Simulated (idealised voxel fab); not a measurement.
Process module heading - voxel quadruple lines
Shown is cross-section cut, with a width of 240 nm and square cells of size 5 nm.
A cross-section is a grid of square cells, given in bands from the top down. A band is one or more rows of cells.
This entry defines a band. It first specifies the height of the band's top and the height of its bottom in nm, and then specifies the band's materials from left to right, stating each material with its width in nm. The word "edge to edge" identifies a single material that fills the band from edge to edge, while the word "blank" identifies empty space.
Height is counted from the level 0, under which the received wafer is composed throughout of one material. The lowest of the bands is not closed at the bottom but continues downward, in the notation "0..down".
The expression "30->40" gives the width at the extremes of the band, the first number at its top row of cells and the second at its bottom row, with the width changing by equal amounts from each row to the next in between.
A step reported as "remained unchanged" is a step in which no cell of the cross-section changed.
The list in "Sealed void list" covers empty spaces of 8 cells or more that cannot reach the top through any open way, and it gives each as width x height at distance; the distance is from the left edge, and width, height and distance are in nm.
Past the settings on a step's line: simulator remark, on that step.
overlay nm: on a step with a mask, how far right of its planned place the mask lay; negative means left.
Process steps - plan:
1,RECEIVE, material Si
2,CONFORMAL_DEP, material SiO2, thk nm 10
3,DIRECTIONAL_DEP, material TiN, thk nm 15
4,DIRECTIONAL_DEP, material polySi, thk nm 20
5,DIRECTIONAL_DEP, material aC, thk nm 20
6,PATTERN, tone cover, mask id MANDREL, material resist, width nm 30, thk nm 30, overlay nm 0
7,DIRECTIONAL_ETCH, etch materials aC, depth nm 20
8,STRIP, etch materials resist
9,CONFORMAL_DEP, material SiO2, thk nm 10
10,DIRECTIONAL_ETCH, etch materials SiO2, depth nm 10
11,STRIP, etch materials aC
12,DIRECTIONAL_ETCH, etch materials polySi, depth nm 20
13,STRIP, etch materials SiO2
14,CONFORMAL_DEP, material SiCN, thk nm 10
15,DIRECTIONAL_ETCH, etch materials SiCN, depth nm 10
16,STRIP, etch materials polySi
17,DIRECTIONAL_ETCH, etch materials TiN, depth nm 15
18,STRIP, etch materials SiCN
Wafer, first of two, run as planned:
As-received state of the wafer in cross-section, equivalent to post-step 1:
0..down  Si edge to edge
Sealed void list: none
Take a look at the wafer's cross-section after step 2:
10..0  SiO2 edge to edge
Everything below 0 is unchanged.
Take a look at the wafer's cross-section after step 3:
25..10  TiN edge to edge
Everything below 10 is unchanged.
Take a look at the wafer's cross-section after step 4:
45..25  polySi edge to edge
Everything below 25 is unchanged.
Take a look at the wafer's cross-section after step 5:
65..45  aC edge to edge
Everything below 45 is unchanged.
Take a look at the wafer's cross-section after step 6:
95..65  105 of blank; 30 of resist; 105 of blank
Everything below 65 is unchanged.
Take a look at the wafer's cross-section after step 7:
75..65  105 of blank; 30 of resist; 105 of blank
65..45  105 of blank; 30 of aC; 105 of blank
Everything below 45 is unchanged.
Take a look at the wafer's cross-section after step 8:
65..45  105 of blank; 30 of aC; 105 of blank
Everything below 45 is unchanged.
Take a look at the wafer's cross-section after step 9:
75..65  95 of blank; 50 of SiO2; 95 of blank
65..55  95 of blank; 10 of SiO2; 30 of aC; 10 of SiO2; 95 of blank
55..45  105 of SiO2; 30 of aC; 105 of SiO2
Everything below 45 is unchanged.
Take a look at the wafer's cross-section after step 10:
65..45  95 of blank; 10 of SiO2; 30 of aC; 10 of SiO2; 95 of blank
Everything below 45 is unchanged.
Take a look at the wafer's cross-section after step 11:
65..45  95 of blank; 10 of SiO2; 30 of blank; 10 of SiO2; 95 of blank
Everything below 45 is unchanged.
Take a look at the wafer's cross-section after step 12:
65..45  95 of blank; 10 of SiO2; 30 of blank; 10 of SiO2; 95 of blank
45..25  95 of blank; 10 of polySi; 30 of blank; 10 of polySi; 95 of blank
Everything below 25 is unchanged.
Take a look at the wafer's cross-section after step 13:
45..25  95 of blank; 10 of polySi; 30 of blank; 10 of polySi; 95 of blank
Everything below 25 is unchanged.
Take a look at the wafer's cross-section after step 14:
55..45  85 of blank; 30 of SiCN; 10 of blank; 30 of SiCN; 85 of blank
45..35  85 of blank; 10 of SiCN; 10 of polySi; 10 of SiCN; 10 of blank; 10 of SiCN; 10 of polySi; 10 of SiCN; 85 of blank
35..25  95 of SiCN; 10 of polySi; 30 of SiCN; 10 of polySi; 95 of SiCN
Everything below 25 is unchanged.
Take a look at the wafer's cross-section after step 15:
45..25  85 of blank; 10 of SiCN; 10 of polySi; 10 of SiCN; 10 of blank; 10 of SiCN; 10 of polySi; 10 of SiCN; 85 of blank
Everything below 25 is unchanged.
Take a look at the wafer's cross-section after step 16:
45..25  85 of blank; 10 of SiCN; 10 of blank; 10 of SiCN; 10 of blank; 10 of SiCN; 10 of blank; 10 of SiCN; 85 of blank
Everything below 25 is unchanged.
Take a look at the wafer's cross-section after step 17:
45..25  85 of blank; 10 of SiCN; 10 of blank; 10 of SiCN; 10 of blank; 10 of SiCN; 10 of blank; 10 of SiCN; 85 of blank
25..10  85 of blank; 10 of TiN; 10 of blank; 10 of TiN; 10 of blank; 10 of TiN; 10 of blank; 10 of TiN; 85 of blank
Everything below 10 is unchanged.
Take a look at the wafer's cross-section after step 18:
25..10  85 of blank; 10 of TiN; 10 of blank; 10 of TiN; 10 of blank; 10 of TiN; 10 of blank; 10 of TiN; 85 of blank
Everything below 10 is unchanged.
It is to be noted that the second wafer proceeded from the same initial state and according to the same plan as the first, although one mistake was committed in its execution; through step 2, inclusive, the two wafers share an identical history:
Second wafer, cut view, end of step 3 per plan:
15..10  TiN edge to edge
Everything below 10 is unchanged.
Second wafer, cut view, end of step 4 per plan:
35..15  polySi edge to edge
Everything below 15 is unchanged.
Second wafer, cut view, end of step 5 per plan:
55..35  aC edge to edge
Everything below 35 is unchanged.
Second wafer, cut view, end of step 6 per plan:
85..55  105 of blank; 30 of resist; 105 of blank
Everything below 55 is unchanged.
Second wafer, cut view, end of step 7 per plan:
65..55  105 of blank; 30 of resist; 105 of blank
55..35  105 of blank; 30 of aC; 105 of blank
Everything below 35 is unchanged.
Second wafer, cut view, end of step 8 per plan:
55..35  105 of blank; 30 of aC; 105 of blank
Everything below 35 is unchanged.
Second wafer, cut view, end of step 9 per plan:
65..55  95 of blank; 50 of SiO2; 95 of blank
55..45  95 of blank; 10 of SiO2; 30 of aC; 10 of SiO2; 95 of blank
45..35  105 of SiO2; 30 of aC; 105 of SiO2
Everything below 35 is unchanged.
Second wafer, cut view, end of step 10 per plan:
55..35  95 of blank; 10 of SiO2; 30 of aC; 10 of SiO2; 95 of blank
Everything below 35 is unchanged.
Second wafer, cut view, end of step 11 per plan:
55..35  95 of blank; 10 of SiO2; 30 of blank; 10 of SiO2; 95 of blank
Everything below 35 is unchanged.
Second wafer, cut view, end of step 12 per plan:
55..35  95 of blank; 10 of SiO2; 30 of blank; 10 of SiO2; 95 of blank
35..15  95 of blank; 10 of polySi; 30 of blank; 10 of polySi; 95 of blank
Everything below 15 is unchanged.
Second wafer, cut view, end of step 13 per plan:
35..15  95 of blank; 10 of polySi; 30 of blank; 10 of polySi; 95 of blank
Everything below 15 is unchanged.
Second wafer, cut view, end of step 14 per plan:
45..35  85 of blank; 30 of SiCN; 10 of blank; 30 of SiCN; 85 of blank
35..25  85 of blank; 10 of SiCN; 10 of polySi; 10 of SiCN; 10 of blank; 10 of SiCN; 10 of polySi; 10 of SiCN; 85 of blank
25..15  95 of SiCN; 10 of polySi; 30 of SiCN; 10 of polySi; 95 of SiCN
Everything below 15 is unchanged.
Second wafer, cut view, end of step 15 per plan:
35..15  85 of blank; 10 of SiCN; 10 of polySi; 10 of SiCN; 10 of blank; 10 of SiCN; 10 of polySi; 10 of SiCN; 85 of blank
Everything below 15 is unchanged.
Second wafer, cut view, end of step 16 per plan:
35..15  85 of blank; 10 of SiCN; 10 of blank; 10 of SiCN; 10 of blank; 10 of SiCN; 10 of blank; 10 of SiCN; 85 of blank
Everything below 15 is unchanged.
Second wafer, cut view, end of step 17 per plan:
35..15  85 of blank; 10 of SiCN; 10 of blank; 10 of SiCN; 10 of blank; 10 of SiCN; 10 of blank; 10 of SiCN; 85 of blank
15..10  85 of blank; 10 of TiN; 10 of blank; 10 of TiN; 10 of blank; 10 of TiN; 10 of blank; 10 of TiN; 85 of blank
Everything below 10 is unchanged.
Second wafer, cut view, end of step 18 per plan:
15..10  85 of blank; 10 of TiN; 10 of blank; 10 of TiN; 10 of blank; 10 of TiN; 10 of blank; 10 of TiN; 85 of blank
Everything below 10 is unchanged.
So what did we get wrong on this run? for step 3, the planned setting was not used; the step was instead run as DIRECTIONAL_DEP, material TiN, thk nm 5
Looking at both finished wafers in cells, the second ends up ahead of or behind the first on some materials: TiN: 16 fewer
